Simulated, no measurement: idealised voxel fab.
You're looking at the process module voxel wiring stack.
Cross-section cut: width 220 nm, square cells of 5 nm.
A cross-section in this document is a grid of square cells, and it is written down as bands, the top band listed before the ones below it; a band is made up of one or more rows of cells.
Within each band entry, the heights of the top and of the bottom of the band appear first, in that order and in nm; the materials of the band then follow from left to right, each with its corresponding width in nm. The designation "edge to edge" on a single material indicates that it fills the band from edge to edge; the designation "empty" indicates empty space.
Note: height 0 marks the level under which the wafer is uniformly one material as received. Lowest band unbounded below, written "from 0 down".
With a width like "30->40", each row of cells in the band differs from the next by the same amount, the top row carrying the first number and the bottom row the second.
Reading "no modifications" for a step: not a cell of the cross-section changed in it.
Entry "Closed internal cavities". Content: empty spaces with no open connection to the top, size 8 cells or greater. Each: width x height at distance. Distance: from left edge. Unit: nm.
The remark found on a step's line after its settings is issued by the simulator itself and pertains to that step.
A step line may carry the setting "overlay nm", which, for steps involving a mask, states the distance by which the mask lay to the right of its intended position; negative values denote displacement to the left.

Planned process steps
1 RECEIVE: material Si
2 CONFORMAL_DEP: material SiO2, thk nm 10
3 CONFORMAL_DEP: material SiN, thk nm 5
4 DIRECTIONAL_DEP: material lowk, thk nm 25
5 MASKED_ETCH: tone open, mask id METAL_1, width nm 25, pitch nm 45, etch materials lowk, depth nm 25, overlay nm 0
6 MASKED_ETCH: tone open, mask id METAL_1, width nm 25, pitch nm 45, etch materials SiN, depth nm 5, overlay nm 0
7 CONFORMAL_DEP: material TiN, thk nm 5
8 FILL_DEP: material Cu, thk nm 10
9 CMP: height nm 40
10 EPI: material Ru, thk nm 5
11 FILL_DEP: material SiCN, thk nm 5
12 DIRECTIONAL_DEP: material SiO2, thk nm 10
13 PATTERN: tone open, mask id PLUG_1, material resist, width nm 15, pitch nm 45, thk nm 20, overlay nm 0
14 DIRECTIONAL_ETCH: etch materials SiO2, depth nm 10
15 DIRECTIONAL_ETCH: etch materials SiCN, depth nm 5
16 STRIP: etch materials resist
17 EPI: material Ru, thk nm 10
18 EPI: material Ru, thk nm 5
19 DIRECTIONAL_DEP: material TiN, thk nm 5
20 DIRECTIONAL_DEP: material W, thk nm 15
21 PATTERN: tone cover, mask id METAL_2, material resist, width nm 25, pitch nm 45, thk nm 15, overlay nm 0
22 DIRECTIONAL_ETCH: etch materials W, depth nm 15
23 DIRECTIONAL_ETCH: etch materials TiN, depth nm 5
24 STRIP: etch materials resist
25 FILL_DEP: material lowk, thk nm 10
26 CMP: height nm 80
27 CONFORMAL_DEP: material SiCN, thk nm 5
28 DIRECTIONAL_DEP: material lowk, thk nm 20
29 PATTERN: tone open, mask id PLUG_2, material resist, width nm 15, pitch nm 45, thk nm 15, overlay nm 0
30 DIRECTIONAL_ETCH: etch materials lowk, depth nm 20
31 DIRECTIONAL_ETCH: etch materials SiCN, depth nm 5
32 STRIP: etch materials resist
33 EPI: material Ru, thk nm 10
34 EPI: material Ru, thk nm 10
35 EPI: material Ru, thk nm 5
36 CONFORMAL_DEP: material SiCN, thk nm 5
37 DIRECTIONAL_DEP: material lowk, thk nm 25
38 MASKED_ETCH: tone open, mask id METAL_3, width nm 25, pitch nm 45, etch materials lowk, depth nm 15, overlay nm 0
39 MASKED_ETCH: tone open, mask id METAL_3, width nm 25, pitch nm 45, etch materials SiCN, depth nm 5, overlay nm 0
40 CONFORMAL_DEP: material TiN, thk nm 5
41 FILL_DEP: material Ru, thk nm 10
42 CMP: height nm 135
43 CONFORMAL_DEP: material SiCN, thk nm 5
44 DIRECTIONAL_DEP: material lowk, thk nm 10
45 MASKED_ETCH: tone open, mask id PLUG_3, width nm 15, pitch nm 90, etch materials lowk, depth nm 10, overlay nm 0
46 MASKED_ETCH: tone open, mask id PLUG_3, width nm 15, pitch nm 90, etch materials SiCN, depth nm 5, overlay nm 0
47 EPI: material Ru, thk nm 10
48 EPI: material Ru, thk nm 5
49 CONFORMAL_DEP: material SiN, thk nm 5
50 DIRECTIONAL_DEP: material SiO2, thk nm 25
51 PATTERN: tone open, mask id METAL_4, material resist, width nm 25, pitch nm 45, thk nm 20, overlay nm 0
52 DIRECTIONAL_ETCH: etch materials SiO2, depth nm 25
53 DIRECTIONAL_ETCH: etch materials SiN, depth nm 5
54 STRIP: etch materials resist
55 CONFORMAL_DEP: material TiN, thk nm 5
56 FILL_DEP: material Cu, thk nm 10
57 CMP: height nm 180
58 EPI: material Ru, thk nm 5
59 FILL_DEP: material SiCN, thk nm 5
All wafers enter the flow in the same state. The depth nm at step 38 differs from wafer to wafer, and the plan gives the value for the first wafer.

Incoming state of the first of several wafers in cross-section: after step 1
> from 0 down  Si edge to edge
> Closed internal cavities: none

Quick look at the cross-section of the first of several wafers after step 59, which wraps up the module
> from 190 to 185  SiCN edge to edge
> from 185 to 180  SiCN: 25, then Ru: 35, then SiCN: 10, then Ru: 35, then SiCN: 10, then Ru: 35, then SiCN: 10, then Ru: 35, then SiCN: 25
> from 180 to 155  SiO2: 30, then TiN: 5, then Cu: 15, then TiN: 5, then SiO2: 20, then TiN: 5, then Cu: 15, then TiN: 5, then SiO2: 20, then TiN: 5, then Cu: 15, then TiN: 5, then SiO2: 20, then TiN: 5, then Cu: 15, then TiN: 5, then SiO2: 30
> from 155 to 150  SiN: 30, then TiN: 25, then SiN: 20, then TiN: 25, then SiN: 20, then TiN: 25, then SiN: 20, then TiN: 25, then SiN: 30
> from 150 to 140  lowk: 30, then Ru: 15, then lowk: 75, then Ru: 15, then lowk: 85
> from 140 to 135  SiCN: 30, then Ru: 15, then SiCN: 75, then Ru: 15, then SiCN: 85
> from 135 to 125  lowk: 30, then TiN: 5, then Ru: 15, then TiN: 5, then lowk: 20, then TiN: 5, then Ru: 15, then TiN: 5, then lowk: 20, then TiN: 5, then Ru: 15, then TiN: 5, then lowk: 20, then TiN: 5, then Ru: 15, then TiN: 5, then lowk: 30
> from 125 to 120  lowk: 30, then TiN: 25, then lowk: 20, then TiN: 25, then lowk: 20, then TiN: 25, then lowk: 20, then TiN: 25, then lowk: 30
> from 120 to 110  lowk edge to edge
> from 110 to 105  SiCN edge to edge
> from 105 to 85  lowk: 30, then Ru: 15, then lowk: 30, then Ru: 15, then lowk: 30, then Ru: 15, then lowk: 30, then Ru: 15, then lowk: 40
> from 85 to 80  SiCN: 30, then Ru: 15, then SiCN: 30, then Ru: 15, then SiCN: 30, then Ru: 15, then SiCN: 30, then Ru: 15, then SiCN: 40
> from 80 to 65  lowk: 30, then W: 25, then lowk: 20, then W: 25, then lowk: 20, then W: 25, then lowk: 20, then W: 25, then lowk: 30
> from 65 to 60  lowk: 30, then TiN: 25, then lowk: 20, then TiN: 25, then lowk: 20, then TiN: 25, then lowk: 20, then TiN: 25, then lowk: 30
> from 60 to 50  SiO2: 30, then Ru: 15, then SiO2: 30, then Ru: 15, then SiO2: 30, then Ru: 15, then SiO2: 30, then Ru: 15, then SiO2: 40
> from 50 to 40  SiCN: 30->25, then Ru: 15->35, then SiCN: 30->10, then Ru: 15->35, then SiCN: 30->10, then Ru: 15->35, then SiCN: 30->10, then Ru: 15->35, then SiCN: 40->25
> from 40 to 15  lowk: 30, then TiN: 5, then Cu: 15, then TiN: 5, then lowk: 20, then TiN: 5, then Cu: 15, then TiN: 5, then lowk: 20, then TiN: 5, then Cu: 15, then TiN: 5, then lowk: 20, then TiN: 5, then Cu: 15, then TiN: 5, then lowk: 30
> from 15 to 10  SiN: 30, then TiN: 25, then SiN: 20, then TiN: 25, then SiN: 20, then TiN: 25, then SiN: 20, then TiN: 25, then SiN: 30
> from 10 to 0  SiO2 edge to edge
> from 0 down  Si edge to edge
> Closed internal cavities: none

last wafer at the end
> from 190 to 185  SiCN edge to edge
> from 185 to 180  SiCN: 25, then Ru: 35, then SiCN: 10, then Ru: 35, then SiCN: 10, then Ru: 35, then SiCN: 10, then Ru: 35, then SiCN: 25
> from 180 to 155  SiO2: 30, then TiN: 5, then Cu: 15, then TiN: 5, then SiO2: 20, then TiN: 5, then Cu: 15, then TiN: 5, then SiO2: 20, then TiN: 5, then Cu: 15, then TiN: 5, then SiO2: 20, then TiN: 5, then Cu: 15, then TiN: 5, then SiO2: 30
> from 155 to 150  SiN: 30, then TiN: 25, then SiN: 20, then TiN: 25, then SiN: 20, then TiN: 25, then SiN: 20, then TiN: 25, then SiN: 30
> from 150 to 140  lowk: 30, then Ru: 15, then lowk: 75, then Ru: 15, then lowk: 85
> from 140 to 135  SiCN: 30, then Ru: 15, then SiCN: 75, then Ru: 15, then SiCN: 85
> from 135 to 110  lowk: 30, then TiN: 5, then Ru: 15, then TiN: 5, then lowk: 20, then TiN: 5, then Ru: 15, then TiN: 5, then lowk: 20, then TiN: 5, then Ru: 15, then TiN: 5, then lowk: 20, then TiN: 5, then Ru: 15, then TiN: 5, then lowk: 30
> from 110 to 105  SiCN: 30, then TiN: 25, then SiCN: 20, then TiN: 25, then SiCN: 20, then TiN: 25, then SiCN: 20, then TiN: 25, then SiCN: 30
> from 105 to 85  lowk: 30, then Ru: 15, then lowk: 30, then Ru: 15, then lowk: 30, then Ru: 15, then lowk: 30, then Ru: 15, then lowk: 40
> from 85 to 80  SiCN: 30, then Ru: 15, then SiCN: 30, then Ru: 15, then SiCN: 30, then Ru: 15, then SiCN: 30, then Ru: 15, then SiCN: 40
> from 80 to 65  lowk: 30, then W: 25, then lowk: 20, then W: 25, then lowk: 20, then W: 25, then lowk: 20, then W: 25, then lowk: 30
> from 65 to 60  lowk: 30, then TiN: 25, then lowk: 20, then TiN: 25, then lowk: 20, then TiN: 25, then lowk: 20, then TiN: 25, then lowk: 30
> from 60 to 50  SiO2: 30, then Ru: 15, then SiO2: 30, then Ru: 15, then SiO2: 30, then Ru: 15, then SiO2: 30, then Ru: 15, then SiO2: 40
> from 50 to 40  SiCN: 30->25, then Ru: 15->35, then SiCN: 30->10, then Ru: 15->35, then SiCN: 30->10, then Ru: 15->35, then SiCN: 30->10, then Ru: 15->35, then SiCN: 40->25
> from 40 to 15  lowk: 30, then TiN: 5, then Cu: 15, then TiN: 5, then lowk: 20, then TiN: 5, then Cu: 15, then TiN: 5, then lowk: 20, then TiN: 5, then Cu: 15, then TiN: 5, then lowk: 20, then TiN: 5, then Cu: 15, then TiN: 5, then lowk: 30
> from 15 to 10  SiN: 30, then TiN: 25, then SiN: 20, then TiN: 25, then SiN: 20, then TiN: 25, then SiN: 20, then TiN: 25, then SiN: 30
> from 10 to 0  SiO2 edge to edge
> from 0 down  Si edge to edge
> Closed internal cavities: none

What follows is a table in which each wafer occupies a row; for the wafer as it stands at the close of the module, the row states, material by material, how many cells have been gained (+) or lost (-) since receipt, and then gives its closed voids
depth nm 15 | +120 Cu | +194 Ru | +222 SiCN | +48 SiN | +272 SiO2 | +176 TiN | +60 W | +580 lowk | Closed internal cavities: none
depth nm 20 | +120 Cu | +206 Ru | +222 SiCN | +48 SiN | +272 SiO2 | +184 TiN | +60 W | +560 lowk | Closed internal cavities: none
depth nm 25 | +120 Cu | +230 Ru | +202 SiCN | +48 SiN | +272 SiO2 | +200 TiN | +60 W | +540 lowk | Closed internal cavities: none
depth nm 30 | +120 Cu | +230 Ru | +202 SiCN | +48 SiN | +272 SiO2 | +200 TiN | +60 W | +540 lowk | Closed internal cavities: none
depth nm 35 | +120 Cu | +230 Ru | +202 SiCN | +48 SiN | +272 SiO2 | +200 TiN | +60 W | +540 lowk | Closed internal cavities: none
depth nm 40 | +120 Cu | +230 Ru | +202 SiCN | +48 SiN | +272 SiO2 | +200 TiN | +60 W | +540 lowk | Closed internal cavities: none
